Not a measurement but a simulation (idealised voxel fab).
Proc. module: voxel self aligned contacts
Section cut is 165 nm wide and gridded with 5 nm square cells.
Bands, listed from the top down, are how a cross-section gets written in this document; the cross-section itself is a grid of square cells, and a band is one or more rows of them.
The entry gives the band's vertical extent as a top height and a bottom height in nm, then its horizontal make-up as materials from left to right, each with a width in nm. "empty" stands for empty space; a single material marked "full width" fills the band edge to edge.
Note: height 0 marks the level under which the wafer is uniformly one material as received. Lowest band unbounded below, written "0 down".
Read "30..40" as a graded width: first number on top, second number at the bottom, same change between each pair of neighbouring rows.
Reading "no change occurred" for a step: not a cell of the cross-section changed in it.
Enclosed void inventory: empty space of 8 cells or more with no open way to the top, each as width x height at its distance from the left edge, in nm
It should be noted that, on the line of a given step, the content following the step's settings is a remark produced by the simulator itself with respect to that step.
"overlay nm", when on a step's line for a step with a mask, measures how far to the right of its planned place the mask lay; a negative measure means to the left.
How should the pairs below be read? Each gives the cross-section before one process step and the cross-section after it, the latter drawn only to the lowest band that changed; the step that lies between them, with its settings, appears under the pair. Does a pair pick up where the pair above left off? Only where its entry headed "State before step" says so, since pairs can come from different runs of this module on the same starting wafer.
State before step:
> 0 down: Si full width
> Enclosed void inventory: none
Post-Process View:
> 5 to 0: SiO2 full width
> Below 0, no change.
> Enclosed void inventory: none
What process step lies between the two cross-sections above? op CONFORMAL_DEP | material SiO2 | thk nm 5
State before step: It is represented by the cross-section appearing after the step of the pair directly above.
Post-Process View:
> 25 to 5: polySi full width
> Below 5, no change.
> Enclosed void inventory: none
What process step lies between the two cross-sections above? op DIRECTIONAL_DEP | material polySi | thk nm 20
State before step: It is represented by the cross-section appearing after the step of the pair directly above.
Post-Process View:
> 45 to 25: SiN full width
> Below 25, no change.
> Enclosed void inventory: none
What process step lies between the two cross-sections above? op DIRECTIONAL_DEP | material SiN | thk nm 20
State before step: It is represented by the cross-section appearing after the step of the pair directly above.
Post-Process View:
> 60 to 45: aC full width
> Below 45, no change.
> Enclosed void inventory: none
What process step lies between the two cross-sections above? op DIRECTIONAL_DEP | material aC | thk nm 15
State before step: It is represented by the cross-section appearing after the step of the pair directly above.
Post-Process View:
> 95 to 60: 30 empty  30 resist  45 empty  30 resist  30 empty
> Below 60, no change.
> Enclosed void inventory: none
What process step lies between the two cross-sections above? op PATTERN | tone cover | mask id GATE | material resist | width nm 30 | pitch nm 75 | thk nm 35 | overlay nm 0
State before step: It is represented by the cross-section appearing after the step of the pair directly above.
Post-Process View:
> 80 to 60: 30 empty  30 resist  45 empty  30 resist  30 empty
> 60 to 45: 30 empty  30 aC  45 empty  30 aC  30 empty
> Below 45, no change.
> Enclosed void inventory: none
What process step lies between the two cross-sections above? op DIRECTIONAL_ETCH | etch materials aC | depth nm 15
State before step: It is represented by the cross-section appearing after the step of the pair directly above.
Post-Process View:
> 60 to 45: 30 empty  30 aC  45 empty  30 aC  30 empty
> Below 45, no change.
> Enclosed void inventory: none
What process step lies between the two cross-sections above? op STRIP | etch materials resist
State before step: It is represented by the cross-section appearing after the step of the pair directly above.
Post-Process View:
> 60 to 45: 30 empty  30 aC  45 empty  30 aC  30 empty
> 45 to 25: 30 empty  30 SiN  45 empty  30 SiN  30 empty
> Below 25, no change.
> Enclosed void inventory: none
What process step lies between the two cross-sections above? op DIRECTIONAL_ETCH | etch materials SiN | depth nm 20
State before step: It is represented by the cross-section appearing after the step of the pair directly above.
Post-Process View:
> 60 to 45: 30 empty  30 aC  45 empty  30 aC  30 empty
> 45 to 25: 30 empty  30 SiN  45 empty  30 SiN  30 empty
> 25 to 5: 30 empty  30 polySi  45 empty  30 polySi  30 empty
> Below 5, no change.
> Enclosed void inventory: none
What process step lies between the two cross-sections above? op DIRECTIONAL_ETCH | etch materials polySi | depth nm 20
State before step: It is represented by the cross-section appearing after the step of the pair directly above.
Post-Process View:
> 45 to 25: 30 empty  30 SiN  45 empty  30 SiN  30 empty
> Below 25, no change.
> Enclosed void inventory: none
What process step lies between the two cross-sections above? op STRIP | etch materials aC
State before step: It is represented by the cross-section appearing after the step of the pair directly above.
Post-Process View:
> 55 to 25: 20 empty  50 SiN  25 empty  50 SiN  20 empty
> 25 to 15: 20 empty  10 SiN  30 polySi  10 SiN  25 empty  10 SiN  30 polySi  10 SiN  20 empty
> 15 to 5: 30 SiN  30 polySi  45 SiN  30 polySi  30 SiN
> Below 5, no change.
> Enclosed void inventory: none
What process step lies between the two cross-sections above? op CONFORMAL_DEP | material SiN | thk nm 10
State before step: It is represented by the cross-section appearing after the step of the pair directly above.
Post-Process View:
> 45 to 25: 20 empty  50 SiN  25 empty  50 SiN  20 empty
> 25 to 5: 20 empty  10 SiN  30 polySi  10 SiN  25 empty  10 SiN  30 polySi  10 SiN  20 empty
> Below 5, no change.
> Enclosed void inventory: none
What process step lies between the two cross-sections above? op DIRECTIONAL_ETCH | etch materials SiN | depth nm 10
State before step: It is represented by the cross-section appearing after the step of the pair directly above.
Post-Process View:
> 60 to 45: SiO2 full width
> 45 to 25: 20 SiO2  50 SiN  25 SiO2  50 SiN  20 SiO2
> 25 to 5: 20 SiO2  10 SiN  30 polySi  10 SiN  25 SiO2  10 SiN  30 polySi  10 SiN  20 SiO2
> Below 5, no change.
> Enclosed void inventory: none
What process step lies between the two cross-sections above? op FILL_DEP | material SiO2 | thk nm 15
State before step: It is represented by the cross-section appearing after the step of the pair directly above.
Post-Process View:
> 55 to 45: SiO2 full width
> Below 45, no change.
> Enclosed void inventory: none
What process step lies between the two cross-sections above? op CMP | height nm 55
State before step: It is represented by the cross-section appearing after the step of the pair directly above.
Post-Process View:
> 65 to 55: aC full width
> Below 55, no change.
> Enclosed void inventory: none
What process step lies between the two cross-sections above? op DIRECTIONAL_DEP | material aC | thk nm 10
State before step: It is represented by the cross-section appearing after the step of the pair directly above.
Post-Process View:
> 95 to 65: 55 resist  55 empty  55 resist
> Below 65, no change.
> Enclosed void inventory: none
What process step lies between the two cross-sections above? op PATTERN | tone open | mask id CONTACT | material resist | width nm 55 | thk nm 30 | overlay nm 0
State before step: It is represented by the cross-section appearing after the step of the pair directly above.
Post-Process View:
> 85 to 65: 55 resist  55 empty  55 resist
> 65 to 55: 55 aC  55 empty  55 aC
> Below 55, no change.
> Enclosed void inventory: none
What process step lies between the two cross-sections above? op DIRECTIONAL_ETCH | etch materials aC | depth nm 10
State before step: It is represented by the cross-section appearing after the step of the pair directly above.
Post-Process View:
> 65 to 55: 55 aC  55 empty  55 aC
> Below 55, no change.
> Enclosed void inventory: none
What process step lies between the two cross-sections above? op STRIP | etch materials resist
State before step: It is represented by the cross-section appearing after the step of the pair directly above.
Post-Process View:
> 65 to 55: 55 aC  55 empty  55 aC
> 55 to 45: 55 SiO2  55 empty  55 SiO2
> 45 to 25: 20 SiO2  50 SiN  25 empty  50 SiN  20 SiO2
> 25 to 5: 20 SiO2  10 SiN  30 polySi  10 SiN  25 empty  10 SiN  30 polySi  10 SiN  20 SiO2
> 5 to 0: 70 SiO2  25 empty  70 SiO2
> Below 0, no change.
> Enclosed void inventory: none
What process step lies between the two cross-sections above? op DIRECTIONAL_ETCH | etch materials SiO2 | depth nm 55
State before step: It is represented by the cross-section appearing after the step of the pair directly above.
Post-Process View:
> 55 to 45: 55 SiO2  55 empty  55 SiO2
> Below 45, no change.
> Enclosed void inventory: none
What process step lies between the two cross-sections above? op STRIP | etch materials aC
State before step: It is represented by the cross-section appearing after the step of the pair directly above.
Post-Process View:
> 60 to 55: 60 TiN  45 empty  60 TiN
> 55 to 45: 55 SiO2  5..20 TiN  45..15 empty  5..20 TiN  55 SiO2
> 45 to 25: 20 SiO2  50 SiN  5 TiN  15 empty  5 TiN  50 SiN  20 SiO2
> 25 to 5: 20 SiO2  10 SiN  30 polySi  10 SiN  5 TiN  15 empty  5 TiN  10 SiN  30 polySi  10 SiN  20 SiO2
> 5 to 0: 70 SiO2  25 TiN  70 SiO2
> Below 0, no change.
> Enclosed void inventory: none
What process step lies between the two cross-sections above? op CONFORMAL_DEP | material TiN | thk nm 5
State before step: It is represented by the cross-section appearing after the step of the pair directly above.
Post-Process View:
> 70 to 60: Ru full width
> 60 to 55: 60 TiN  45 Ru  60 TiN
> 55 to 45: 55 SiO2  5..20 TiN  45..15 Ru  5..20 TiN  55 SiO2
> 45 to 25: 20 SiO2  50 SiN  5 TiN  15 Ru  5 TiN  50 SiN  20 SiO2
> 25 to 5: 20 SiO2  10 SiN  30 polySi  10 SiN  5 TiN  15 Ru  5 TiN  10 SiN  30 polySi  10 SiN  20 SiO2
> Below 5, no change.
> Enclosed void inventory: none
What process step lies between the two cross-sections above? op FILL_DEP | material Ru | thk nm 10
State before step: It is represented by the cross-section appearing after the step of the pair directly above.
Post-Process View:
> 55 to 45: 55 SiO2  5..20 TiN  45..15 Ru  5..20 TiN  55 SiO2
> Below 45, no change.
> Enclosed void inventory: none
What process step lies between the two cross-sections above? op CMP | height nm 55
State before step: It is represented by the cross-section appearing after the step of the pair directly above.
Post-Process View:
> 60 to 55: SiCN full width
> Below 55, no change.
> Enclosed void inventory: none
What process step lies between the two cross-sections above? op CONFORMAL_DEP | material SiCN | thk nm 5
State before step:
> 0 down: Si full width
> Enclosed void inventory: none
Post-Process View:
> 20 to 0: polySi full width
> Below 0, no change.
> Enclosed void inventory: none
What process step lies between the two cross-sections above? op DIRECTIONAL_DEP | material polySi | thk nm 20
State before step: It is represented by the cross-section appearing after the step of the pair directly above.
Post-Process View:
> 40 to 20: SiN full width
> Below 20, no change.
> Enclosed void inventory: none
What process step lies between the two cross-sections above? op DIRECTIONAL_DEP | material SiN | thk nm 20
State before step: It is represented by the cross-section appearing after the step of the pair directly above.
Post-Process View:
> 55 to 40: aC full width
> Below 40, no change.
> Enclosed void inventory: none
What process step lies between the two cross-sections above? op DIRECTIONAL_DEP | material aC | thk nm 15
State before step: It is represented by the cross-section appearing after the step of the pair directly above.
Post-Process View:
> 90 to 55: 30 empty  30 resist  45 empty  30 resist  30 empty
> Below 55, no change.
> Enclosed void inventory: none
What process step lies between the two cross-sections above? op PATTERN | tone cover | mask id GATE | material resist | width nm 30 | pitch nm 75 | thk nm 35 | overlay nm 0
State before step: It is represented by the cross-section appearing after the step of the pair directly above.
Post-Process View:
> 75 to 55: 30 empty  30 resist  45 empty  30 resist  30 empty
> 55 to 40: 30 empty  30 aC  45 empty  30 aC  30 empty
> Below 40, no change.
> Enclosed void inventory: none
What process step lies between the two cross-sections above? op DIRECTIONAL_ETCH | etch materials aC | depth nm 15
State before step: It is represented by the cross-section appearing after the step of the pair directly above.
Post-Process View:
> 55 to 40: 30 empty  30 aC  45 empty  30 aC  30 empty
> Below 40, no change.
> Enclosed void inventory: none
What process step lies between the two cross-sections above? op STRIP | etch materials resist
State before step: It is represented by the cross-section appearing after the step of the pair directly above.
Post-Process View:
> 55 to 40: 30 empty  30 aC  45 empty  30 aC  30 empty
> 40 to 20: 30 empty  30 SiN  45 empty  30 SiN  30 empty
> Below 20, no change.
> Enclosed void inventory: none
What process step lies between the two cross-sections above? op DIRECTIONAL_ETCH | etch materials SiN | depth nm 20
State before step: It is represented by the cross-section appearing after the step of the pair directly above.
Post-Process View:
> 55 to 40: 30 empty  30 aC  45 empty  30 aC  30 empty
> 40 to 20: 30 empty  30 SiN  45 empty  30 SiN  30 empty
> 20 to 0: 30 empty  30 polySi  45 empty  30 polySi  30 empty
> Below 0, no change.
> Enclosed void inventory: none
What process step lies between the two cross-sections above? op DIRECTIONAL_ETCH | etch materials polySi | depth nm 20
State before step: It is represented by the cross-section appearing after the step of the pair directly above.
Post-Process View:
> 40 to 20: 30 empty  30 SiN  45 empty  30 SiN  30 empty
> Below 20, no change.
> Enclosed void inventory: none
What process step lies between the two cross-sections above? op STRIP | etch materials aC
State before step: It is represented by the cross-section appearing after the step of the pair directly above.
Post-Process View:
> 50 to 20: 20 empty  50 SiN  25 empty  50 SiN  20 empty
> 20 to 10: 20 empty  10 SiN  30 polySi  10 SiN  25 empty  10 SiN  30 polySi  10 SiN  20 empty
> 10 to 0: 30 SiN  30 polySi  45 SiN  30 polySi  30 SiN
> Below 0, no change.
> Enclosed void inventory: none
What process step lies between the two cross-sections above? op CONFORMAL_DEP | material SiN | thk nm 10
State before step: It is represented by the cross-section appearing after the step of the pair directly above.
Post-Process View:
> 40 to 20: 20 empty  50 SiN  25 empty  50 SiN  20 empty
> 20 to 0: 20 empty  10 SiN  30 polySi  10 SiN  25 empty  10 SiN  30 polySi  10 SiN  20 empty
> Below 0, no change.
> Enclosed void inventory: none
What process step lies between the two cross-sections above? op DIRECTIONAL_ETCH | etch materials SiN | depth nm 10
State before step: It is represented by the cross-section appearing after the step of the pair directly above.
Post-Process View:
> 55 to 40: SiO2 full width
> 40 to 20: 20 SiO2  50 SiN  25 SiO2  50 SiN  20 SiO2
> 20 to 0: 20 SiO2  10 SiN  30 polySi  10 SiN  25 SiO2  10 SiN  30 polySi  10 SiN  20 SiO2
> Below 0, no change.
> Enclosed void inventory: none
What process step lies between the two cross-sections above? op FILL_DEP | material SiO2 | thk nm 15
State before step: It is represented by the cross-section appearing after the step of the pair directly above.
Post-Process View:
> 65 to 55: aC full width
> Below 55, no change.
> Enclosed void inventory: none
What process step lies between the two cross-sections above? op DIRECTIONAL_DEP | material aC | thk nm 10
State before step: It is represented by the cross-section appearing after the step of the pair directly above.
Post-Process View:
> 95 to 65: 55 resist  55 empty  55 resist
> Below 65, no change.
> Enclosed void inventory: none
What process step lies between the two cross-sections above? op PATTERN | tone open | mask id CONTACT | material resist | width nm 55 | thk nm 30 | overlay nm 0
State before step: It is represented by the cross-section appearing after the step of the pair directly above.
Post-Process View:
> 85 to 65: 55 resist  55 empty  55 resist
> 65 to 55: 55 aC  55 empty  55 aC
> Below 55, no change.
> Enclosed void inventory: none
What process step lies between the two cross-sections above? op DIRECTIONAL_ETCH | etch materials aC | depth nm 10
State before step: It is represented by the cross-section appearing after the step of the pair directly above.
Post-Process View:
> 65 to 55: 55 aC  55 empty  55 aC
> Below 55, no change.
> Enclosed void inventory: none
What process step lies between the two cross-sections above? op STRIP | etch materials resist
State before step: It is represented by the cross-section appearing after the step of the pair directly above.
Post-Process View:
> 65 to 55: 55 aC  55 empty  55 aC
> 55 to 40: 55 SiO2  55 empty  55 SiO2
> 40 to 20: 20 SiO2  50 SiN  25 empty  50 SiN  20 SiO2
> 20 to 0: 20 SiO2  10 SiN  30 polySi  10 SiN  25 empty  10 SiN  30 polySi  10 SiN  20 SiO2
> Below 0, no change.
> Enclosed void inventory: none
What process step lies between the two cross-sections above? op DIRECTIONAL_ETCH | etch materials SiO2 | depth nm 55
State before step: It is represented by the cross-section appearing after the step of the pair directly above.
Post-Process View:
> 55 to 40: 55 SiO2  55 empty  55 SiO2
> Below 40, no change.
> Enclosed void inventory: none
What process step lies between the two cross-sections above? op STRIP | etch materials aC
State before step: It is represented by the cross-section appearing after the step of the pair directly above.
Post-Process View:
> 60 to 55: 60 TiN  45 empty  60 TiN
> 55 to 45: 55 SiO2  5 TiN  45 empty  5 TiN  55 SiO2
> 45 to 40: 55 SiO2  20 TiN  15 empty  20 TiN  55 SiO2
> 40 to 20: 20 SiO2  50 SiN  5 TiN  15 empty  5 TiN  50 SiN  20 SiO2
> 20 to 5: 20 SiO2  10 SiN  30 polySi  10 SiN  5 TiN  15 empty  5 TiN  10 SiN  30 polySi  10 SiN  20 SiO2
> 5 to 0: 20 SiO2  10 SiN  30 polySi  10 SiN  25 TiN  10 SiN  30 polySi  10 SiN  20 SiO2
> Below 0, no change.
> Enclosed void inventory: none
What process step lies between the two cross-sections above? op CONFORMAL_DEP | material TiN | thk nm 5
State before step: It is represented by the cross-section appearing after the step of the pair directly above.
Post-Process View:
> 70 to 60: Ru full width
> 60 to 55: 60 TiN  45 Ru  60 TiN
> 55 to 45: 55 SiO2  5 TiN  45 Ru  5 TiN  55 SiO2
> 45 to 40: 55 SiO2  20 TiN  15 Ru  20 TiN  55 SiO2
> 40 to 20: 20 SiO2  50 SiN  5 TiN  15 Ru  5 TiN  50 SiN  20 SiO2
> 20 to 5: 20 SiO2  10 SiN  30 polySi  10 SiN  5 TiN  15 Ru  5 TiN  10 SiN  30 polySi  10 SiN  20 SiO2
> Below 5, no change.
> Enclosed void inventory: none
What process step lies between the two cross-sections above? op FILL_DEP | material Ru | thk nm 10
State before step: It is represented by the cross-section appearing after the step of the pair directly above.
Post-Process View:
> 55 to 45: 55 SiO2  5 TiN  45 Ru  5 TiN  55 SiO2
> Below 45, no change.
> Enclosed void inventory: none
What process step lies between the two cross-sections above? op CMP | height nm 55
State before step: It is represented by the cross-section appearing after the step of the pair directly above.
Post-Process View:
> 60 to 55: SiCN full width
> Below 55, no change.
> Enclosed void inventory: none
What process step lies between the two cross-sections above? op CONFORMAL_DEP | material SiCN | thk nm 5
State before step:
> 45 to 25: SiN full width
> 25 to 5: polySi full width
> 5 to 0: SiO2 full width
> 0 down: Si full width
> Enclosed void inventory: none
Post-Process View:
> 65 to 25: SiN full width
> Below 25, no change.
> Enclosed void inventory: none
What process step lies between the two cross-sections above? op DIRECTIONAL_DEP | material SiN | thk nm 20
State before step: It is represented by the cross-section appearing after the step of the pair directly above.
Post-Process View:
> 80 to 65: aC full width
> Below 65, no change.
> Enclosed void inventory: none
What process step lies between the two cross-sections above? op DIRECTIONAL_DEP | material aC | thk nm 15
State before step: It is represented by the cross-section appearing after the step of the pair directly above.
Post-Process View:
> 115 to 80: 30 empty  30 resist  45 empty  30 resist  30 empty
> Below 80, no change.
> Enclosed void inventory: none
What process step lies between the two cross-sections above? op PATTERN | tone cover | mask id GATE | material resist | width nm 30 | pitch nm 75 | thk nm 35 | overlay nm 0
State before step: It is represented by the cross-section appearing after the step of the pair directly above.
Post-Process View:
> 100 to 80: 30 empty  30 resist  45 empty  30 resist  30 empty
> 80 to 65: 30 empty  30 aC  45 empty  30 aC  30 empty
> Below 65, no change.
> Enclosed void inventory: none
What process step lies between the two cross-sections above? op DIRECTIONAL_ETCH | etch materials aC | depth nm 15
State before step: It is represented by the cross-section appearing after the step of the pair directly above.
Post-Process View:
> 80 to 65: 30 empty  30 aC  45 empty  30 aC  30 empty
> Below 65, no change.
> Enclosed void inventory: none
What process step lies between the two cross-sections above? op STRIP | etch materials resist
State before step: It is represented by the cross-section appearing after the step of the pair directly above.
Post-Process View:
> 80 to 65: 30 empty  30 aC  45 empty  30 aC  30 empty
> 65 to 45: 30 empty  30 SiN  45 empty  30 SiN  30 empty
> Below 45, no change.
> Enclosed void inventory: none
What process step lies between the two cross-sections above? op DIRECTIONAL_ETCH | etch materials SiN | depth nm 20
State before step: It is represented by the cross-section appearing after the step of the pair directly above.
Post-Process View:
> 65 to 45: 30 empty  30 SiN  45 empty  30 SiN  30 empty
> Below 45, no change.
> Enclosed void inventory: none
What process step lies between the two cross-sections above? op STRIP | etch materials aC
State before step: It is represented by the cross-section appearing after the step of the pair directly above.
Post-Process View:
> 75 to 55: 20 empty  50 SiN  25 empty  50 SiN  20 empty
> 55 to 25: SiN full width
> Below 25, no change.
> Enclosed void inventory: none
What process step lies between the two cross-sections above? op CONFORMAL_DEP | material SiN | thk nm 10
State before step: It is represented by the cross-section appearing after the step of the pair directly above.
Post-Process View:
> 65 to 45: 20 empty  50 SiN  25 empty  50 SiN  20 empty
> Below 45, no change.
> Enclosed void inventory: none
What process step lies between the two cross-sections above? op DIRECTIONAL_ETCH | etch materials SiN | depth nm 10
State before step: It is represented by the cross-section appearing after the step of the pair directly above.
Post-Process View:
> 80 to 65: SiO2 full width
> 65 to 45: 20 SiO2  50 SiN  25 SiO2  50 SiN  20 SiO2
> Below 45, no change.
> Enclosed void inventory: none
What process step lies between the two cross-sections above? op FILL_DEP | material SiO2 | thk nm 15
State before step: It is represented by the cross-section appearing after the step of the pair directly above.
Post-Process View:
> 55 to 45: 20 SiO2  50 SiN  25 SiO2  50 SiN  20 SiO2
> Below 45, no change.
> Enclosed void inventory: none
What process step lies between the two cross-sections above? op CMP | height nm 55
State before step: It is represented by the cross-section appearing after the step of the pair directly above.
Post-Process View:
> 65 to 55: aC full width
> Below 55, no change.
> Enclosed void inventory: none
What process step lies between the two cross-sections above? op DIRECTIONAL_DEP | material aC | thk nm 10
State before step: It is represented by the cross-section appearing after the step of the pair directly above.
Post-Process View:
> 95 to 65: 55 resist  55 empty  55 resist
> Below 65, no change.
> Enclosed void inventory: none
What process step lies between the two cross-sections above? op PATTERN | tone open | mask id CONTACT | material resist | width nm 55 | thk nm 30 | overlay nm 0
State before step: It is represented by the cross-section appearing after the step of the pair directly above.
Post-Process View:
> 85 to 65: 55 resist  55 empty  55 resist
> 65 to 55: 55 aC  55 empty  55 aC
> Below 55, no change.
> Enclosed void inventory: none
What process step lies between the two cross-sections above? op DIRECTIONAL_ETCH | etch materials aC | depth nm 10
State before step: It is represented by the cross-section appearing after the step of the pair directly above.
Post-Process View:
> 65 to 55: 55 aC  55 empty  55 aC
> Below 55, no change.
> Enclosed void inventory: none
What process step lies between the two cross-sections above? op STRIP | etch materials resist
State before step: It is represented by the cross-section appearing after the step of the pair directly above.
Post-Process View:
> 65 to 55: 55 aC  55 empty  55 aC
> 55 to 45: 20 SiO2  50 SiN  25 empty  50 SiN  20 SiO2
> Below 45, no change.
> Enclosed void inventory: none
What process step lies between the two cross-sections above? op DIRECTIONAL_ETCH | etch materials SiO2 | depth nm 55
State before step: It is represented by the cross-section appearing after the step of the pair directly above.
Post-Process View:
> 55 to 45: 20 SiO2  50 SiN  25 empty  50 SiN  20 SiO2
> Below 45, no change.
> Enclosed void inventory: none
What process step lies between the two cross-sections above? op STRIP | etch materials aC
State before step: It is represented by the cross-section appearing after the step of the pair directly above.
Post-Process View:
> 60 to 55: 75 TiN  15 empty  75 TiN
> 55 to 50: 20 SiO2  50 SiN  5 TiN  15 empty  5 TiN  50 SiN  20 SiO2
> 50 to 45: 20 SiO2  50 SiN  25 TiN  50 SiN  20 SiO2
> Below 45, no change.
> Enclosed void inventory: none
What process step lies between the two cross-sections above? op CONFORMAL_DEP | material TiN | thk nm 5
State before step: It is represented by the cross-section appearing after the step of the pair directly above.
Post-Process View:
> 70 to 60: Ru full width
> 60 to 55: 75 TiN  15 Ru  75 TiN
> 55 to 50: 20 SiO2  50 SiN  5 TiN  15 Ru  5 TiN  50 SiN  20 SiO2
> Below 50, no change.
> Enclosed void inventory: none
What process step lies between the two cross-sections above? op FILL_DEP | material Ru | thk nm 10
State before step: It is represented by the cross-section appearing after the step of the pair directly above.
Post-Process View:
> 55 to 50: 20 SiO2  50 SiN  5 TiN  15 Ru  5 TiN  50 SiN  20 SiO2
> Below 50, no change.
> Enclosed void inventory: none
What process step lies between the two cross-sections above? op CMP | height nm 55
State before step: It is represented by the cross-section appearing after the step of the pair directly above.
Post-Process View:
> 60 to 55: SiCN full width
> Below 55, no change.
> Enclosed void inventory: none
What process step lies between the two cross-sections above? op CONFORMAL_DEP | material SiCN | thk nm 5
State before step:
> 5 to 0: SiO2 full width
> 0 down: Si full width
> Enclosed void inventory: none
Post-Process View:
> 25 to 5: SiN full width
> Below 5, no change.
> Enclosed void inventory: none
What process step lies between the two cross-sections above? op DIRECTIONAL_DEP | material SiN | thk nm 20
State before step: It is represented by the cross-section appearing after the step of the pair directly above.
Post-Process View:
> 45 to 25: polySi full width
> Below 25, no change.
> Enclosed void inventory: none
What process step lies between the two cross-sections above? op DIRECTIONAL_DEP | material polySi | thk nm 20
State before step: It is represented by the cross-section appearing after the step of the pair directly above.
Post-Process View:
> 60 to 45: aC full width
> Below 45, no change.
> Enclosed void inventory: none
What process step lies between the two cross-sections above? op DIRECTIONAL_DEP | material aC | thk nm 15
State before step: It is represented by the cross-section appearing after the step of the pair directly above.
Post-Process View:
> 95 to 60: 30 empty  30 resist  45 empty  30 resist  30 empty
> Below 60, no change.
> Enclosed void inventory: none
What process step lies between the two cross-sections above? op PATTERN | tone cover | mask id GATE | material resist | width nm 30 | pitch nm 75 | thk nm 35 | overlay nm 0
State before step: It is represented by the cross-section appearing after the step of the pair directly above.
Post-Process View:
> 80 to 60: 30 empty  30 resist  45 empty  30 resist  30 empty
> 60 to 45: 30 empty  30 aC  45 empty  30 aC  30 empty
> Below 45, no change.
> Enclosed void inventory: none
What process step lies between the two cross-sections above? op DIRECTIONAL_ETCH | etch materials aC | depth nm 15
State before step: It is represented by the cross-section appearing after the step of the pair directly above.
Post-Process View:
> 60 to 45: 30 empty  30 aC  45 empty  30 aC  30 empty
> Below 45, no change.
> Enclosed void inventory: none
What process step lies between the two cross-sections above? op STRIP | etch materials resist
State before step: It is represented by the cross-section appearing after the step of the pair directly above.
Post-Process View:
> 60 to 45: 30 empty  30 aC  45 empty  30 aC  30 empty
> 45 to 25: 30 empty  30 polySi  45 empty  30 polySi  30 empty
> Below 25, no change.
> Enclosed void inventory: none
What process step lies between the two cross-sections above? op DIRECTIONAL_ETCH | etch materials polySi | depth nm 20
State before step: It is represented by the cross-section appearing after the step of the pair directly above.
Post-Process View:
> 45 to 25: 30 empty  30 polySi  45 empty  30 polySi  30 empty
> Below 25, no change.
> Enclosed void inventory: none
What process step lies between the two cross-sections above? op STRIP | etch materials aC
State before step: It is represented by the cross-section appearing after the step of the pair directly above.
Post-Process View:
> 55 to 45: 20 empty  50 SiN  25 empty  50 SiN  20 empty
> 45 to 35: 20 empty  10 SiN  30 polySi  10 SiN  25 empty  10 SiN  30 polySi  10 SiN  20 empty
> 35 to 25: 30 SiN  30 polySi  45 SiN  30 polySi  30 SiN
> Below 25, no change.
> Enclosed void inventory: none
What process step lies between the two cross-sections above? op CONFORMAL_DEP | material SiN | thk nm 10
State before step: It is represented by the cross-section appearing after the step of the pair directly above.
Post-Process View:
> 45 to 25: 20 empty  10 SiN  30 polySi  10 SiN  25 empty  10 SiN  30 polySi  10 SiN  20 empty
> Below 25, no change.
> Enclosed void inventory: none
What process step lies between the two cross-sections above? op DIRECTIONAL_ETCH | etch materials SiN | depth nm 10
State before step: It is represented by the cross-section appearing after the step of the pair directly above.
Post-Process View:
> 60 to 45: SiO2 full width
> 45 to 25: 20 SiO2  10 SiN  30 polySi  10 SiN  25 SiO2  10 SiN  30 polySi  10 SiN  20 SiO2
> Below 25, no change.
> Enclosed void inventory: none
What process step lies between the two cross-sections above? op FILL_DEP | material SiO2 | thk nm 15
State before step: It is represented by the cross-section appearing after the step of the pair directly above.
Post-Process View:
> 55 to 45: SiO2 full width
> Below 45, no change.
> Enclosed void inventory: none
What process step lies between the two cross-sections above? op CMP | height nm 55
State before step: It is represented by the cross-section appearing after the step of the pair directly above.
Post-Process View:
> 65 to 55: aC full width
> Below 55, no change.
> Enclosed void inventory: none
What process step lies between the two cross-sections above? op DIRECTIONAL_DEP | material aC | thk nm 10
State before step: It is represented by the cross-section appearing after the step of the pair directly above.
Post-Process View:
> 95 to 65: 55 resist  55 empty  55 resist
> Below 65, no change.
> Enclosed void inventory: none
What process step lies between the two cross-sections above? op PATTERN | tone open | mask id CONTACT | material resist | width nm 55 | thk nm 30 | overlay nm 0
State before step: It is represented by the cross-section appearing after the step of the pair directly above.
Post-Process View:
> 85 to 65: 55 resist  55 empty  55 resist
> 65 to 55: 55 aC  55 empty  55 aC
> Below 55, no change.
> Enclosed void inventory: none
What process step lies between the two cross-sections above? op DIRECTIONAL_ETCH | etch materials aC | depth nm 10
State before step: It is represented by the cross-section appearing after the step of the pair directly above.
Post-Process View:
> 65 to 55: 55 aC  55 empty  55 aC
> Below 55, no change.
> Enclosed void inventory: none
What process step lies between the two cross-sections above? op STRIP | etch materials resist
State before step: It is represented by the cross-section appearing after the step of the pair directly above.
Post-Process View:
> 65 to 55: 55 aC  55 empty  55 aC
> 55 to 45: 55 SiO2  55 empty  55 SiO2
> 45 to 25: 20 SiO2  10 SiN  30 polySi  10 SiN  25 empty  10 SiN  30 polySi  10 SiN  20 SiO2
> Below 25, no change.
> Enclosed void inventory: none
What process step lies between the two cross-sections above? op DIRECTIONAL_ETCH | etch materials SiO2 | depth nm 55
State before step: It is represented by the cross-section appearing after the step of the pair directly above.
Post-Process View:
> 55 to 45: 55 SiO2  55 empty  55 SiO2
> Below 45, no change.
> Enclosed void inventory: none
What process step lies between the two cross-sections above? op STRIP | etch materials aC
State before step: It is represented by the cross-section appearing after the step of the pair directly above.
Post-Process View:
> 60 to 55: 60 TiN  45 empty  60 TiN
> 55 to 45: 55 SiO2  5..20 TiN  45..15 empty  5..20 TiN  55 SiO2
> 45 to 30: 20 SiO2  10 SiN  30 polySi  10 SiN  5 TiN  15 empty  5 TiN  10 SiN  30 polySi  10 SiN  20 SiO2
> 30 to 25: 20 SiO2  10 SiN  30 polySi  10 SiN  25 TiN  10 SiN  30 polySi  10 SiN  20 SiO2
> Below 25, no change.
> Enclosed void inventory: none
What process step lies between the two cross-sections above? op CONFORMAL_DEP | material TiN | thk nm 5
State before step: It is represented by the cross-section appearing after the step of the pair directly above.
Post-Process View:
> 70 to 60: Ru full width
> 60 to 55: 60 TiN  45 Ru  60 TiN
> 55 to 45: 55 SiO2  5..20 TiN  45..15 Ru  5..20 TiN  55 SiO2
> 45 to 30: 20 SiO2  10 SiN  30 polySi  10 SiN  5 TiN  15 Ru  5 TiN  10 SiN  30 polySi  10 SiN  20 SiO2
> Below 30, no change.
> Enclosed void inventory: none
What process step lies between the two cross-sections above? op FILL_DEP | material Ru | thk nm 10
State before step: It is represented by the cross-section appearing after the step of the pair directly above.
Post-Process View:
> 55 to 45: 55 SiO2  5..20 TiN  45..15 Ru  5..20 TiN  55 SiO2
> Below 45, no change.
> Enclosed void inventory: none
What process step lies between the two cross-sections above? op CMP | height nm 55
State before step: It is represented by the cross-section appearing after the step of the pair directly above.
Post-Process View:
> 60 to 55: SiCN full width
> Below 55, no change.
> Enclosed void inventory: none
What process step lies between the two cross-sections above? op CONFORMAL_DEP | material SiCN | thk nm 5
